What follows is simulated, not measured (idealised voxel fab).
The name of this process module is voxel plated lines.
cross-section cut | 255 nm wide | cells 5 nm
A cross-section is written here as square cells arranged in a grid, and it is given in bands from the top down, each band taking up one or more rows of cells. Heads up on the band format: heights come first, top then bottom, in nm. After that it's the materials left to right, each with its width in nm. A single material flagged "edge to edge" fills the whole band edge to edge, and "air" means there's empty space there. It should be noted that heights are counted from 0, beneath which the wafer as supplied is of one material throughout, and that the lowest band possesses no lower boundary but continues downward, as written in "top 0, no bottom". Top row gets the first number, bottom row gets the second, and each row in between changes by the same step: that is how a band width like "30->40" works. Any step labelled "nothing got changed" changed none of the cells in the cross-section. "Trapped cavities" enumerates empty spaces isolated from the top, with no open way to it, that contain at least 8 cells, giving each as width x height at distance from the left edge, all three in nm. The remark found on a step's line after its settings is issued by the simulator itself and pertains to that step. "overlay nm" answers the question of how far to the right of plan the mask lay on a step that has a mask, and when it is negative the answer is to the left.

The steps planned for the process are as follows
1) RECEIVE: material Si
2) CONFORMAL_DEP: material Al2O3, thk nm 10
3) DIRECTIONAL_DEP: material TiN, thk nm 5
4) PATTERN: tone open, mask id LINES, material resist, width nm 20, pitch nm 50, thk nm 20, overlay nm 0
5) EPI: material Ru, thk nm 5
6) STRIP: etch materials resist
7) DIRECTIONAL_ETCH: etch materials TiN, depth nm 5
8) CONFORMAL_DEP: material SiCN, thk nm 5

Cross-section of the wafer upon arrival, representing the state reached after step 1
    top 0, no bottom | Si edge to edge
    Trapped cavities: none

First of two wafers at the end of the module, shown in cross-section; run carried out as planned
    top 25, bottom 20 | 85 air, then 30 SiCN, then 20 air, then 30 SiCN, then 90 air
    top 20, bottom 15 | 85 air, then 5 SiCN, then 20 Ru, then 5 SiCN, then 20 air, then 5 SiCN, then 20 Ru, then 5 SiCN, then 90 air
    top 15, bottom 10 | 90 SiCN, then 20 TiN, then 30 SiCN, then 20 TiN, then 95 SiCN
    top 10, bottom 0 | Al2O3 edge to edge
    top 0, no bottom | Si edge to edge
    Trapped cavities: none

Second wafer at the end: like start, like plan, one mistake
    top 20, bottom 15 | SiCN edge to edge
    top 15, bottom 5 | Al2O3 edge to edge
    top 5, bottom 0 | TiN edge to edge
    top 0, no bottom | Si edge to edge
    Trapped cavities: none
Here's what went sideways: plan vs actual: 2 and 3 interchanged
Wrapping up, a cell-based count of both wafers puts the second over or under the first for these materials: 8 fewer of Ru, 8 fewer of SiCN, 43 more of TiN
